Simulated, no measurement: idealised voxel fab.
The following process module bears the name voxel transistor to metal.
This is section cut - it's 140 nm across, gridded in 5 nm square cells.
Notation: cross-section as square-cell grid; stated in bands, top first, going down; one or more cell rows per band. Quick guide to a band line: top height, bottom height (nm) up front; then every material left to right with its width in nm. Only one material and it's marked "throughout"? Then it fills the band edge to edge. And "blank" just means empty space. Heads up on the height convention: 0 is the point under which the incoming wafer is all one material, and the lowest band has no bottom, it just keeps going down, like "0 nm and below". A width such as "30->40" changes by the same amount from each row of cells to the next, from the band's top row to its bottom row. "nothing got changed" after a step means that no cell of the cross-section changed. Closed empty spaces (no open way to the top) of 8 cells or more are what "Enclosed internal voids" lists, each as width x height at distance from the left edge, nm for all three. Formally, on a step line, whatever follows the settings is a remark that the simulator itself makes on the step. If you see "overlay nm" on a step's line and that step has a mask, it's telling you how far right of where it was planned the mask ended up; a negative number means it went left instead.
### So here's the lineup of process steps we planned
- 1: RECEIVE,material Si
- 2: CONFORMAL_DEP,material SiO2,thk nm 5
- 3: CONFORMAL_DEP,material SiN,thk nm 10
- 4: MASKED_ETCH,tone cover,mask id ACTIVE,width nm 100,etch materials SiN,depth nm 10,overlay nm 0
- 5: MASKED_ETCH,tone cover,mask id ACTIVE,width nm 100,etch materials SiO2,depth nm 5,overlay nm 0
- 6: MASKED_ETCH,tone cover,mask id ACTIVE,width nm 100,etch materials Si,depth nm 35,overlay nm 0
- 7: FILL_DEP,material SiO2,thk nm 10
- 8: CMP,height nm 15
- 9: SELECTIVE_ETCH,etch materials SiO2,depth nm 5
- 10: STRIP,etch materials SiN
- 11: SELECTIVE_ETCH,etch materials SiO2,depth nm 5
- 12: OXIDIZE,depth nm 5
- 13: DIRECTIONAL_DEP,material polySi,thk nm 25
- 14: DIRECTIONAL_DEP,material SiCN,thk nm 10
- 15: MASKED_ETCH,tone cover,mask id GATE,width nm 30,etch materials SiCN,depth nm 20,overlay nm 0
- 16: MASKED_ETCH,tone cover,mask id GATE,width nm 30,etch materials polySi,depth nm 35,overlay nm 0
- 17: CONFORMAL_DEP,material SiN,thk nm 10
- 18: DIRECTIONAL_ETCH,etch materials SiN,depth nm 10
- 19: DIRECTIONAL_ETCH,etch materials SiO2,depth nm 5
- 20: DIRECTIONAL_ETCH,etch materials Si,depth nm 15
- 21: EPI,material SiGe,thk nm 15
- 22: FILL_DEP,material SiO2,thk nm 10
- 23: CMP,height nm 25
- 24: STRIP,etch materials polySi
- 25: SELECTIVE_ETCH,etch materials SiO2,depth nm 5
- 26: CONFORMAL_DEP,material HfO2,thk nm 5
- 27: CONFORMAL_DEP,material TiN,thk nm 5
- 28: FILL_DEP,material W,thk nm 10
- 29: CMP,height nm 20
- 30: DIRECTIONAL_DEP,material SiO2,thk nm 10
- 31: MASKED_ETCH,tone open,mask id CONTACT,width nm 15,pitch nm 75,etch materials SiO2,depth nm 20,overlay nm 0
- 32: CONFORMAL_DEP,material TiN,thk nm 5
- 33: FILL_DEP,material W,thk nm 10
- 34: CMP,height nm 30
- 35: CONFORMAL_DEP,material SiN,thk nm 5
- 36: DIRECTIONAL_DEP,material lowk,thk nm 20
- 37: MASKED_ETCH,tone open,mask id METAL_1,width nm 15,pitch nm 75,etch materials lowk,depth nm 20,overlay nm 0
- 38: MASKED_ETCH,tone open,mask id METAL_1,width nm 15,pitch nm 75,etch materials SiN,depth nm 5,overlay nm 0
- 39: CONFORMAL_DEP,material TiN,thk nm 5
- 40: FILL_DEP,material Cu,thk nm 10
- 41: CMP,height nm 55
- 42: CONFORMAL_DEP,material SiN,thk nm 5
### Cross-section: wafer on arrival = after step 1
	0 nm and below: Si throughout
	Enclosed internal voids: none
### One mistake in running the module, otherwise start and plan as above: cross-section at the end
	75 nm to 70 nm: SiN throughout
	70 nm to 60 nm: Cu throughout
	60 nm to 55 nm: 30 TiN; 5 Cu; 70 TiN; 5 Cu; 30 TiN
	55 nm to 35 nm: 25 lowk; 5 TiN; 5 Cu; 5 TiN; 60 lowk; 5 TiN; 5 Cu; 5 TiN; 25 lowk
	35 nm to 30 nm: 25 SiN; 15 TiN; 60 SiN; 15 TiN; 25 SiN
	30 nm to 20 nm: 25 SiO2; 5 TiN; 5 W; 5 TiN; 60 SiO2; 5 TiN; 5 W; 5 TiN; 25 SiO2
	20 nm to 15 nm: 25 SiO2; 5 TiN; 5 W; 5 TiN; 5 SiO2; 10 SiN; 5 HfO2; 5 TiN; 10 W; 5 TiN; 5 HfO2; 10 SiN; 5 SiO2; 5 TiN; 5 W; 5 TiN; 25 SiO2
	15 nm to 10 nm: 25 SiO2; 15 TiN; 5 SiO2; 10 SiN; 5 HfO2; 5 TiN; 10 W; 5 TiN; 5 HfO2; 10 SiN; 5 SiO2; 15 TiN; 25 SiO2
	10 nm to 5 nm: 20 SiO2; 25 SiGe; 10 SiN; 5 HfO2; 5 TiN; 10 W; 5 TiN; 5 HfO2; 10 SiN; 25 SiGe; 20 SiO2
	5 nm to 0 nm: 15 SiO2; 10 SiN; 20 SiGe; 10 SiN; 5 HfO2; 20 TiN; 5 HfO2; 10 SiN; 20 SiGe; 10 SiN; 15 SiO2
	0 nm to -5 nm: 25 SiO2; 20 SiGe; 5 SiO2; 40 HfO2; 5 SiO2; 20 SiGe; 25 SiO2
	-5 nm to -20 nm: 20 SiO2; 5 Si; 20 SiGe; 50 Si; 20 SiGe; 5 Si; 20 SiO2
	-20 nm to -35 nm: 20 SiO2; 100 Si; 20 SiO2
	-35 nm and below: Si throughout
	Enclosed internal voids: none
What was the processing mistake? skipped: plan step 41 (never run)
